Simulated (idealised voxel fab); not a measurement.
Name of the process module below: voxel spacer lines
285 nm wide, 5 nm square cells: that's cross-section cut.
Bands, listed from the top down, are how a cross-section gets written in this document; the cross-section itself is a grid of square cells, and a band is one or more rows of them. Heights first: top, then bottom, in nm. Then materials, left to right, each with a width in nm. "full width" on a single material: fills the band edge to edge. "air": empty space. Heights from 0 (as-received wafer is one material below). Bottom band endless downward, as "from 0 down". The expression "30..40" gives the width at the extremes of the band, the first number at its top row of cells and the second at its bottom row, with the width changing by equal amounts from each row to the next in between. "nothing changed" (step): cross-section cells unchanged, all of them. Empty spaces counting at least 8 cells and having no open way to the top are listed in "Cavities, closed". The notation width x height at distance is used for each, the distance being from the left edge and all three values in nm. That trailing text on a step's line, after the settings, is the simulator's own remark on the step. "overlay nm" denotes, for a step that has a mask, the displacement of the mask to the right of its planned place, with negative values corresponding to the left.
This section lists the process steps that were planned:
1: RECEIVE [material Si]
2: CONFORMAL_DEP [material Al2O3] [thk nm 10]
3: DIRECTIONAL_DEP [material W] [thk nm 10]
4: DIRECTIONAL_DEP [material polySi] [thk nm 30]
5: PATTERN [tone cover] [mask id MANDREL] [material resist] [width nm 20] [pitch nm 60] [thk nm 40] [overlay nm -15]
6: DIRECTIONAL_ETCH [etch materials polySi] [depth nm 30]
7: STRIP [etch materials resist]
8: CONFORMAL_DEP [material SiO2] [thk nm 10]
9: DIRECTIONAL_ETCH [etch materials SiO2] [depth nm 10]
10: STRIP [etch materials polySi]
11: DIRECTIONAL_ETCH [etch materials W] [depth nm 10]
12: STRIP [etch materials SiO2]
Heads up: all these wafers start the same, and what changes between them is the overlay nm in step 5. The value you see in the plan is just what the first wafer got.
Cross-section of the first of several wafers on receipt, reflecting completion of step 1:
    from 0 down | Si full width
    Cavities, closed: none
After the module's final step, step 12: the first of several wafers in cross-section:
    from 20 to 10 | air (75) / W (10) / air (20) / W (10) / air (20) / W (10) / air (20) / W (10) / air (110)
    from 10 to 0 | Al2O3 full width
    from 0 down | Si full width
    Cavities, closed: none
Sectional view of the last wafer upon completion of the module:
    from 20 to 10 | air (105) / W (10) / air (20) / W (10) / air (20) / W (10) / air (20) / W (10) / air (80)
    from 10 to 0 | Al2O3 full width
    from 0 down | Si full width
    Cavities, closed: none
Gained (+) or lost (-) cells of each material since receipt, then closed voids: one row per wafer, at the end of the module:
overlay nm -15, +114 Al2O3, +16 W, Cavities, closed: none
overlay nm -10, +114 Al2O3, +16 W, Cavities, closed: none
overlay nm -5, +114 Al2O3, +16 W, Cavities, closed: none
overlay nm 0, +114 Al2O3, +16 W, Cavities, closed: none
overlay nm 5, +114 Al2O3, +16 W, Cavities, closed: none
overlay nm 10, +114 Al2O3, +16 W, Cavities, closed: none
overlay nm 15, +114 Al2O3, +16 W, Cavities, closed: none
